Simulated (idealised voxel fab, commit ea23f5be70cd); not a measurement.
Title: Process Module voxel trench capacitor
165 nm wide, 5 nm square cells: that's cross-section cut.
If you're reading a cross-section in this doc, picture square cells in a grid; it comes to you as bands, top ones listed first down to the bottom, and a band can be one or more rows of cells. In this notation a band is specified by the heights of its top and bottom, in that order and in nm, after which its materials appear from left to right, each paired with its width in nm. The word "all across" attached to a single material means that material fills the band from edge to edge; the word "air" stands for empty space. Where do heights start? At 0: under that level the wafer as delivered is made of one material only. And the lowest band has no floor; it just carries on downward, as in "from 0 down". Think of "30->40" as a width that walks from the first number to the second as you go down the band, top row to bottom row, taking equal-sized steps from row to row. Any step labelled "nothing changed" changed none of the cells in the cross-section. "Enclosed internal voids" means: voids of 8 cells or more that are shut off from the top with no open way through. Written width x height at distance, distance from the left edge, in nm. Past the settings on a step's line: simulator remark, on that step. For masked steps, "overlay nm" on the step line gives how far right of plan the mask actually lay; a minus sign means it lay to the left.
Process steps - plan
1) RECEIVE, material Si
2) CONFORMAL_DEP, material SiN, thk nm 5
3) DIRECTIONAL_DEP, material aC, thk nm 15
4) PATTERN, tone open, mask id TRENCH, material resist, width nm 15, pitch nm 40, thk nm 35, overlay nm 0
5) DIRECTIONAL_ETCH, etch materials aC, depth nm 15
6) STRIP, etch materials resist
7) DIRECTIONAL_ETCH, etch materials SiN, depth nm 5
8) DIRECTIONAL_ETCH, etch materials Si, depth nm 40
9) STRIP, etch materials aC
10) CONFORMAL_DEP, material Al2O3, thk nm 5
11) FILL_DEP, material polySi, thk nm 5
12) CMP, height nm 5
It is noted that the wafers described herein are identical at the outset and are distinguished by the width nm of step 4; the value stated in the plan corresponds to the first wafer.
Received condition of the first of several wafers, sectioned: post-step 1
	from 0 down  Si all across
	Enclosed internal voids: none
wafer rows; end of module; cells per material since receipt: (+) gained, (-) lost; then closed voids
width nm 15; +57 Al2O3; -72 Si; +24 SiN; +24 polySi; Enclosed internal voids: none
width nm 20; +60 Al2O3; -96 Si; +21 SiN; +48 polySi; Enclosed internal voids: none
width nm 25; +63 Al2O3; -120 Si; +18 SiN; +72 polySi; Enclosed internal voids: none
